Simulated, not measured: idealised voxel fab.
process module | voxel wiring stack
cross-section cut | 200 nm wide | cells 5 nm
A cross-section is a grid of square cells, given in bands from the top down. A band is one or more rows of cells.
Each band's line starts with the height of the band's top and of its bottom, in nm. Then come its materials from left to right, each with its width in nm. One material with "throughout" fills the band from edge to edge. "air" is empty space.
Height 0 is the level under which the wafer as received is all one material. The lowest band goes on downwards, as in "0 down".
A width such as "30 to 40" changes by the same amount from each row of cells to the next, from the band's top row to its bottom row.
"no change" after a step means that no cell of the cross-section changed.
closed voids: empty space of 8 cells or more with no open way to the top, each as width x height at its distance from the left edge, in nm
after a step's settings: what the simulator itself notes on the step
overlay nm, on a step with a mask: how far to the right of its planned place the mask lay; to the left if negative
plan
1 op RECEIVE | material Si
2 op CONFORMAL_DEP | material SiO2 | thk nm 15
3 op CONFORMAL_DEP | material SiN | thk nm 5
4 op DIRECTIONAL_DEP | material lowk | thk nm 25
5 op DIRECTIONAL_DEP | material aC | thk nm 10
6 op PATTERN | tone open | mask id METAL_1 | material resist | width nm 25 | pitch nm 45 | thk nm 30 | overlay nm 0
7 op DIRECTIONAL_ETCH | etch materials aC | depth nm 10
8 op STRIP | etch materials resist
9 op DIRECTIONAL_ETCH | etch materials lowk | depth nm 25
10 op DIRECTIONAL_ETCH | etch materials SiN | depth nm 5
11 op STRIP | etch materials aC
12 op CONFORMAL_DEP | material TiN | thk nm 5
13 op FILL_DEP | material Ru | thk nm 5
14 op CMP | height nm 45
15 op CONFORMAL_DEP | material SiCN | thk nm 5
16 op DIRECTIONAL_DEP | material SiO2 | thk nm 15
17 op MASKED_ETCH | tone open | mask id PLUG_1 | width nm 15 | pitch nm 45 | etch materials SiO2 | depth nm 15 | overlay nm 0
18 op MASKED_ETCH | tone open | mask id PLUG_1 | width nm 15 | pitch nm 45 | etch materials SiCN | depth nm 5 | overlay nm 0
19 op EPI | material Ru | thk nm 10
20 op EPI | material Ru | thk nm 10
21 op CONFORMAL_DEP | material SiN | thk nm 5
22 op DIRECTIONAL_DEP | material lowk | thk nm 20
23 op MASKED_ETCH | tone open | mask id METAL_2 | width nm 25 | pitch nm 45 | etch materials lowk | depth nm 20 | overlay nm 0
24 op MASKED_ETCH | tone open | mask id METAL_2 | width nm 25 | pitch nm 45 | etch materials SiN | depth nm 5 | overlay nm 0
25 op CONFORMAL_DEP | material TiN | thk nm 5
26 op FILL_DEP | material Ru | thk nm 10
27 op CMP | height nm 90
28 op CONFORMAL_DEP | material SiCN | thk nm 5
29 op DIRECTIONAL_DEP | material SiO2 | thk nm 10
30 op MASKED_ETCH | tone open | mask id PLUG_2 | width nm 15 | etch materials SiO2 | depth nm 10 | overlay nm 0
31 op MASKED_ETCH | tone open | mask id PLUG_2 | width nm 15 | etch materials SiCN | depth nm 5 | overlay nm 0
32 op EPI | material Ru | thk nm 10
33 op EPI | material Ru | thk nm 5
34 op CONFORMAL_DEP | material SiN | thk nm 5
35 op DIRECTIONAL_DEP | material lowk | thk nm 20
36 op DIRECTIONAL_DEP | material aC | thk nm 15
37 op PATTERN | tone open | mask id METAL_3 | material resist | width nm 25 | pitch nm 45 | thk nm 30 | overlay nm 0
38 op DIRECTIONAL_ETCH | etch materials aC | depth nm 15
39 op STRIP | etch materials resist
40 op DIRECTIONAL_ETCH | etch materials lowk | depth nm 20
41 op DIRECTIONAL_ETCH | etch materials SiN | depth nm 5
42 op STRIP | etch materials aC
43 op CONFORMAL_DEP | material TiN | thk nm 5
44 op FILL_DEP | material Ru | thk nm 5
45 op CMP | height nm 130
46 op CONFORMAL_DEP | material SiCN | thk nm 5
first wafer, as planned
as received, after step 1
  0 down: Si throughout
  closed voids: none
after step 2
  15 to 0: SiO2 throughout
  below 0: unchanged
after step 3
  20 to 15: SiN throughout
  below 15: unchanged
after step 4
  45 to 20: lowk throughout
  below 20: unchanged
after step 5
  55 to 45: aC throughout
  below 45: unchanged
after step 6
  85 to 55: resist 65 | air 25 | resist 20 | air 25 | resist 65
  below 55: unchanged
after step 7
  75 to 55: resist 65 | air 25 | resist 20 | air 25 | resist 65
  55 to 45: aC 65 | air 25 | aC 20 | air 25 | aC 65
  below 45: unchanged
after step 8
  55 to 45: aC 65 | air 25 | aC 20 | air 25 | aC 65
  below 45: unchanged
after step 9
  55 to 45: aC 65 | air 25 | aC 20 | air 25 | aC 65
  45 to 20: lowk 65 | air 25 | lowk 20 | air 25 | lowk 65
  below 20: unchanged
after step 10
  55 to 45: aC 65 | air 25 | aC 20 | air 25 | aC 65
  45 to 20: lowk 65 | air 25 | lowk 20 | air 25 | lowk 65
  20 to 15: SiN 65 | air 25 | SiN 20 | air 25 | SiN 65
  below 15: unchanged
after step 11
  45 to 20: lowk 65 | air 25 | lowk 20 | air 25 | lowk 65
  below 20: unchanged
after step 12
  50 to 45: TiN 70 | air 15 | TiN 30 | air 15 | TiN 70
  45 to 20: lowk 65 | TiN 5 | air 15 | TiN 5 | lowk 20 | TiN 5 | air 15 | TiN 5 | lowk 65
  20 to 15: SiN 65 | TiN 25 | SiN 20 | TiN 25 | SiN 65
  below 15: unchanged
after step 13
  55 to 50: Ru throughout
  50 to 45: TiN 70 | Ru 15 | TiN 30 | Ru 15 | TiN 70
  45 to 20: lowk 65 | TiN 5 | Ru 15 | TiN 5 | lowk 20 | TiN 5 | Ru 15 | TiN 5 | lowk 65
  below 20: unchanged
after step 14
  45 to 20: lowk 65 | TiN 5 | Ru 15 | TiN 5 | lowk 20 | TiN 5 | Ru 15 | TiN 5 | lowk 65
  below 20: unchanged
after step 15
  50 to 45: SiCN throughout
  below 45: unchanged
after step 16
  65 to 50: SiO2 throughout
  below 50: unchanged
after step 17
  65 to 50: SiO2 65 | air 15 | SiO2 30 | air 15 | SiO2 75
  below 50: unchanged
after step 18
  65 to 50: SiO2 65 | air 15 | SiO2 30 | air 15 | SiO2 75
  50 to 45: SiCN 65 | air 15 | SiCN 30 | air 15 | SiCN 75
  below 45: unchanged
after step 19
  65 to 55: SiO2 65 | air 15 | SiO2 30 | air 15 | SiO2 75
  55 to 50: SiO2 65 | Ru 15 | SiO2 30 | Ru 15 | SiO2 75
  50 to 45: SiCN 65 | Ru 15 | SiCN 30 | Ru 15 | SiCN 75
  below 45: unchanged
after step 20
  65 to 50: SiO2 65 | Ru 15 | SiO2 30 | Ru 15 | SiO2 75
  below 50: unchanged
after step 21
  70 to 65: SiN throughout
  below 65: unchanged
after step 22
  90 to 70: lowk throughout
  below 70: unchanged
after step 23
  90 to 70: lowk 65 | air 25 | lowk 20 | air 25 | lowk 65
  below 70: unchanged
after step 24
  90 to 70: lowk 65 | air 25 | lowk 20 | air 25 | lowk 65
  70 to 65: SiN 65 | air 25 | SiN 20 | air 25 | SiN 65
  below 65: unchanged
after step 25
  95 to 90: TiN 70 | air 15 | TiN 30 | air 15 | TiN 70
  90 to 70: lowk 65 | TiN 5 | air 15 | TiN 5 | lowk 20 | TiN 5 | air 15 | TiN 5 | lowk 65
  70 to 65: SiN 65 | TiN 25 | SiN 20 | TiN 25 | SiN 65
  below 65: unchanged
after step 26
  105 to 95: Ru throughout
  95 to 90: TiN 70 | Ru 15 | TiN 30 | Ru 15 | TiN 70
  90 to 70: lowk 65 | TiN 5 | Ru 15 | TiN 5 | lowk 20 | TiN 5 | Ru 15 | TiN 5 | lowk 65
  below 70: unchanged
after step 27
  90 to 70: lowk 65 | TiN 5 | Ru 15 | TiN 5 | lowk 20 | TiN 5 | Ru 15 | TiN 5 | lowk 65
  below 70: unchanged
after step 28
  95 to 90: SiCN throughout
  below 90: unchanged
after step 29
  105 to 95: SiO2 throughout
  below 95: unchanged
after step 30
  105 to 95: SiO2 65 | air 15 | SiO2 120
  below 95: unchanged
after step 31
  105 to 95: SiO2 65 | air 15 | SiO2 120
  95 to 90: SiCN 65 | air 15 | SiCN 120
  below 90: unchanged
after step 32
  105 to 100: SiO2 65 | air 15 | SiO2 120
  100 to 95: SiO2 65 | Ru 15 | SiO2 120
  95 to 90: SiCN 65 | Ru 15 | SiCN 120
  below 90: unchanged
after step 33
  105 to 95: SiO2 65 | Ru 15 | SiO2 120
  below 95: unchanged
after step 34
  110 to 105: SiN throughout
  below 105: unchanged
after step 35
  130 to 110: lowk throughout
  below 110: unchanged
after step 36
  145 to 130: aC throughout
  below 130: unchanged
after step 37
  175 to 145: resist 65 | air 25 | resist 20 | air 25 | resist 65
  below 145: unchanged
after step 38
  160 to 145: resist 65 | air 25 | resist 20 | air 25 | resist 65
  145 to 130: aC 65 | air 25 | aC 20 | air 25 | aC 65
  below 130: unchanged
after step 39
  145 to 130: aC 65 | air 25 | aC 20 | air 25 | aC 65
  below 130: unchanged
after step 40
  145 to 130: aC 65 | air 25 | aC 20 | air 25 | aC 65
  130 to 110: lowk 65 | air 25 | lowk 20 | air 25 | lowk 65
  below 110: unchanged
after step 41
  145 to 130: aC 65 | air 25 | aC 20 | air 25 | aC 65
  130 to 110: lowk 65 | air 25 | lowk 20 | air 25 | lowk 65
  110 to 105: SiN 65 | air 25 | SiN 20 | air 25 | SiN 65
  below 105: unchanged
after step 42
  130 to 110: lowk 65 | air 25 | lowk 20 | air 25 | lowk 65
  below 110: unchanged
after step 43
  135 to 130: TiN 70 | air 15 | TiN 30 | air 15 | TiN 70
  130 to 110: lowk 65 | TiN 5 | air 15 | TiN 5 | lowk 20 | TiN 5 | air 15 | TiN 5 | lowk 65
  110 to 105: SiN 65 | TiN 25 | SiN 20 | TiN 25 | SiN 65
  below 105: unchanged
after step 44
  140 to 135: Ru throughout
  135 to 130: TiN 70 | Ru 15 | TiN 30 | Ru 15 | TiN 70
  130 to 110: lowk 65 | TiN 5 | Ru 15 | TiN 5 | lowk 20 | TiN 5 | Ru 15 | TiN 5 | lowk 65
  below 110: unchanged
after step 45
  130 to 110: lowk 65 | TiN 5 | Ru 15 | TiN 5 | lowk 20 | TiN 5 | Ru 15 | TiN 5 | lowk 65
  below 110: unchanged
after step 46
  135 to 130: SiCN throughout
  below 130: unchanged
second wafer: like start, like plan, one mistake. Through step 27 it matches the first wafer
when step 28 should have ended
  105 to 90: SiCN throughout
  below 90: unchanged
when step 29 should have ended
  115 to 105: SiO2 throughout
  below 105: unchanged
when step 30 should have ended
  115 to 105: SiO2 65 | air 15 | SiO2 120
  below 105: unchanged
when step 31 should have ended
  115 to 105: SiO2 65 | air 15 | SiO2 120
  105 to 100: SiCN 65 | air 15 | SiCN 120
  below 100: unchanged
when step 32 should have ended: no change
when step 33 should have ended: no change
when step 34 should have ended
  120 to 115: SiN 70 | air 5 | SiN 125
  115 to 105: SiO2 65 | SiN 5 | air 5 | SiN 5 | SiO2 120
  105 to 100: SiCN 65 | SiN 15 | SiCN 120
  below 100: unchanged
when step 35 should have ended
  140 to 125: lowk 70 | air 5 | lowk 125
  125 to 120: lowk throughout
  120 to 115: SiN 70 | lowk 5 | SiN 125
  115 to 105: SiO2 65 | SiN 5 | lowk 5 | SiN 5 | SiO2 120
  below 105: unchanged
when step 36 should have ended
  155 to 140: aC 70 | air 5 | aC 125
  140 to 125: lowk 70 | aC 5 | lowk 125
  below 125: unchanged
when step 37 should have ended
  185 to 155: resist 65 | air 25 | resist 20 | air 25 | resist 65
  below 155: unchanged
when step 38 should have ended
  170 to 155: resist 65 | air 25 | resist 20 | air 25 | resist 65
  155 to 140: aC 65 | air 25 | aC 20 | air 25 | aC 65
  140 to 125: lowk 70 | air 5 | lowk 125
  below 125: unchanged
when step 39 should have ended
  155 to 140: aC 65 | air 25 | aC 20 | air 25 | aC 65
  below 140: unchanged
when step 40 should have ended
  155 to 140: aC 65 | air 25 | aC 20 | air 25 | aC 65
  140 to 120: lowk 65 | air 25 | lowk 20 | air 25 | lowk 65
  120 to 115: SiN 70 | air 5 | SiN 125
  115 to 105: SiO2 65 | SiN 5 | air 5 | SiN 5 | SiO2 120
  below 105: unchanged
when step 41 should have ended
  155 to 140: aC 65 | air 25 | aC 20 | air 25 | aC 65
  140 to 120: lowk 65 | air 25 | lowk 20 | air 25 | lowk 65
  120 to 115: SiN 65 | air 25 | SiN 20 | air 25 | SiN 65
  115 to 105: SiO2 65 | SiN 5 | air 5 | SiN 5 | SiO2 120
  105 to 100: SiCN 65 | SiN 5 | air 5 | SiN 5 | SiCN 120
  below 100: unchanged
when step 42 should have ended
  140 to 120: lowk 65 | air 25 | lowk 20 | air 25 | lowk 65
  below 120: unchanged
when step 43 should have ended
  145 to 140: TiN 70 | air 15 | TiN 30 | air 15 | TiN 70
  140 to 120: lowk 65 | TiN 5 | air 15 | TiN 5 | lowk 20 | TiN 5 | air 15 | TiN 5 | lowk 65
  120 to 115: SiN 65 | TiN 25 | SiN 20 | TiN 25 | SiN 65
  115 to 105: SiO2 65 | SiN 5 | TiN 5 | SiN 5 | SiO2 120
  105 to 100: SiCN 65 | SiN 5 | TiN 5 | SiN 5 | SiCN 120
  below 100: unchanged
when step 44 should have ended
  150 to 145: Ru throughout
  145 to 140: TiN 70 | Ru 15 | TiN 30 | Ru 15 | TiN 70
  140 to 120: lowk 65 | TiN 5 | Ru 15 | TiN 5 | lowk 20 | TiN 5 | Ru 15 | TiN 5 | lowk 65
  below 120: unchanged
when step 45 should have ended
  130 to 120: lowk 65 | TiN 5 | Ru 15 | TiN 5 | lowk 20 | TiN 5 | Ru 15 | TiN 5 | lowk 65
  below 120: unchanged
when step 46 should have ended
  135 to 130: SiCN throughout
  below 130: unchanged
what went wrong: step 28 ran as: op CONFORMAL_DEP | material SiCN | thk nm 15
at the end the second wafer has, in cells: 21 fewer of Ru | 80 more of SiCN | 6 more of SiN | 5 fewer of TiN | 60 fewer of lowk
